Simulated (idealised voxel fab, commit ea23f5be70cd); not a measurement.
Process module heading - voxel lift off
Section cut is 295 nm wide and gridded with 5 nm square cells.
Throughout this document, each cross-section is represented as a grid of square cells and is presented as a sequence of bands enumerated from the top downward, where a band comprises one or more rows of cells.
First you get the band's top height and its bottom height, in nm, and then the materials it's made of, left to right, with each width in nm. If you see a single material with "throughout", that one covers the band edge to edge. "blank" is empty space.
Zero point of the height axis is 0; under it, received wafer = one material. Lowest band: continues down indefinitely, "0 nm and below".
Width "30 to 40": first value at the band's top row of cells, second value at its bottom row, equal change from row to row.
The cross-section has no changed cell in any step marked "stayed the same".
Listed in "Closed void inventory": every empty space of 8 or more cells without an open way to the top. Form: width x height at distance, the distance being from the left edge, all in nm.
What comes after the settings on a step's line is commentary from the simulator itself on that step.
"overlay nm" denotes, for a step that has a mask, the displacement of the mask to the right of its planned place, with negative values corresponding to the left.
Process steps foreseen in the plan:
step 1: RECEIVE | material Si
step 2: CONFORMAL_DEP | material SiN | thk nm 10
step 3: PATTERN | tone open | mask id LINES | material resist | width nm 20 | pitch nm 40 | thk nm 25 | overlay nm 0
step 4: DIRECTIONAL_DEP | material Ru | thk nm 15
step 5: STRIP | etch materials resist
step 6: CONFORMAL_DEP | material SiN | thk nm 10
First wafer, two in total, run as planned:
as received, after step 1:
* 0 nm and below = Si throughout
* Closed void inventory: none
Cross-section: wafer state after step 2:
* 10 nm to 0 nm = SiN throughout
* Beneath the level 0, the cross-section is identical to its previous state.
Cross-section: wafer state after step 3:
* 35 nm to 10 nm = 115 nm resist; 20 nm blank; 20 nm resist; 20 nm blank; 120 nm resist
* Beneath the level 10, the cross-section is identical to its previous state.
Cross-section: wafer state after step 4:
* 50 nm to 35 nm = 115 nm Ru; 20 nm blank; 20 nm Ru; 20 nm blank; 120 nm Ru
* 35 nm to 25 nm = 115 nm resist; 20 nm blank; 20 nm resist; 20 nm blank; 120 nm resist
* 25 nm to 10 nm = 115 nm resist; 20 nm Ru; 20 nm resist; 20 nm Ru; 120 nm resist
* Beneath the level 10, the cross-section is identical to its previous state.
Cross-section: wafer state after step 5:
* 25 nm to 10 nm = 115 nm blank; 20 nm Ru; 20 nm blank; 20 nm Ru; 120 nm blank
* Beneath the level 10, the cross-section is identical to its previous state.
Cross-section: wafer state after step 6:
* 35 nm to 25 nm = 105 nm blank; 80 nm SiN; 110 nm blank
* 25 nm to 20 nm = 105 nm blank; 10 nm SiN; 20 nm Ru; 20 nm SiN; 20 nm Ru; 10 nm SiN; 110 nm blank
* 20 nm to 10 nm = 115 nm SiN; 20 nm Ru; 20 nm SiN; 20 nm Ru; 120 nm SiN
* Beneath the level 10, the cross-section is identical to its previous state.
Now the other wafer: same start, same recipe, but we messed up one thing when running it. Up to and including step 2 it's the same as the first one:
Second wafer cross-section, taken as of the time the plan sets for step 3 to be done:
* 35 nm to 10 nm = 115 nm resist; 25 nm blank; 15 nm resist; 25 nm blank; 115 nm resist
* Beneath the level 10, the cross-section is identical to its previous state.
Second wafer cross-section, taken as of the time the plan sets for step 4 to be done:
* 50 nm to 35 nm = 115 nm Ru; 25 nm blank; 15 nm Ru; 25 nm blank; 115 nm Ru
* 35 nm to 25 nm = 115 nm resist; 25 nm blank; 15 nm resist; 25 nm blank; 115 nm resist
* 25 nm to 10 nm = 115 nm resist; 25 nm Ru; 15 nm resist; 25 nm Ru; 115 nm resist
* Beneath the level 10, the cross-section is identical to its previous state.
Second wafer cross-section, taken as of the time the plan sets for step 5 to be done:
* 25 nm to 10 nm = 115 nm blank; 25 nm Ru; 15 nm blank; 25 nm Ru; 115 nm blank
* Beneath the level 10, the cross-section is identical to its previous state.
Second wafer cross-section, taken as of the time the plan sets for step 6 to be done:
* 35 nm to 25 nm = 105 nm blank; 85 nm SiN; 105 nm blank
* 25 nm to 20 nm = 105 nm blank; 10 nm SiN; 25 nm Ru; 15 nm SiN; 25 nm Ru; 10 nm SiN; 105 nm blank
* 20 nm to 10 nm = 115 nm SiN; 25 nm Ru; 15 nm SiN; 25 nm Ru; 115 nm SiN
* Beneath the level 10, the cross-section is identical to its previous state.
The mistake made against the process plan was this: for step 3, the planned setting was not used; the step was instead run as PATTERN | tone open | mask id LINES | material resist | width nm 25 | pitch nm 40 | thk nm 25 | overlay nm 0
It is noted that, at the conclusion of processing, the second wafer exhibits a higher or lower cell count for certain materials relative to the first: 6 more of Ru | 3 fewer of SiN
